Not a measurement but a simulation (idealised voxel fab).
Name of the process module below: voxel ribs on slabs
Displayed cross-section: cut, width of 195 nm, square cells sized 5 nm.
In what follows, cross-sections appear as grids of square cells, described through bands that run from the top down, where every band is one or more rows of cells.
First you get the band's top height and its bottom height, in nm, and then the materials it's made of, left to right, with each width in nm. If you see a single material with "edge to edge", that one covers the band edge to edge. "empty" is empty space.
For the purposes of this specification, 0 denotes the height below which the wafer in its as-received condition is composed wholly of one material, and the lowermost band, lacking a lower limit, extends downward without end, as expressed in "0 and below".
Per-row width for "30..40": begins at first number (top row of band), ends at second number (bottom row), increment between rows held constant.
No cell of the cross-section changed in a step that is given as "left unchanged".
Empty spaces counting at least 8 cells and having no open way to the top are listed in "Sealed-off cavities". The notation width x height at distance is used for each, the distance being from the left edge and all three values in nm.
Step line, after settings: the simulator's comment on this step.
overlay nm: on a step with a mask, how far right of its planned place the mask lay; negative means left.
## Intended process steps
step 1: RECEIVE,material Si
step 2: DIRECTIONAL_DEP,material SiO2,thk nm 25
step 3: DIRECTIONAL_DEP,material polySi,thk nm 15
step 4: DIRECTIONAL_DEP,material aC,thk nm 15
step 5: PATTERN,tone cover,mask id RIB,material resist,width nm 15,thk nm 35,overlay nm 0
step 6: DIRECTIONAL_ETCH,etch materials aC,depth nm 15
step 7: STRIP,etch materials resist
step 8: DIRECTIONAL_ETCH,etch materials polySi,depth nm 10
step 9: STRIP,etch materials aC
step 10: MASKED_ETCH,tone cover,mask id SLAB,width nm 45,etch materials polySi,depth nm 5,overlay nm 0
step 11: FILL_DEP,material SiO2,thk nm 20
step 12: CMP,height nm 50
step 13: DIRECTIONAL_DEP,material W,thk nm 5
step 14: PATTERN,tone cover,mask id HEATER,material resist,width nm 25,thk nm 15,overlay nm 0
step 15: DIRECTIONAL_ETCH,etch materials W,depth nm 5
step 16: STRIP,etch materials resist
step 17: CONFORMAL_DEP,material SiN,thk nm 5
## Cross-sectional view of the wafer in its as-received condition, corresponding to the state after step 1
0 and below = Si edge to edge
Sealed-off cavities: none
## The cross-section shown corresponds to the wafer at the conclusion of the module. The initial structure and the process plan are those presented above; however, one mistake occurred in executing the plan
60 down to 55 = empty 80 nm  SiN 35 nm  empty 80 nm
55 down to 50 = SiN 85 nm  W 25 nm  SiN 85 nm
50 down to 15 = SiO2 edge to edge
15 down to 0 = polySi edge to edge
0 and below = Si edge to edge
Sealed-off cavities: none
Short version of what went wrong: contrary to the plan, steps 2 and 3 were processed in exchanged order
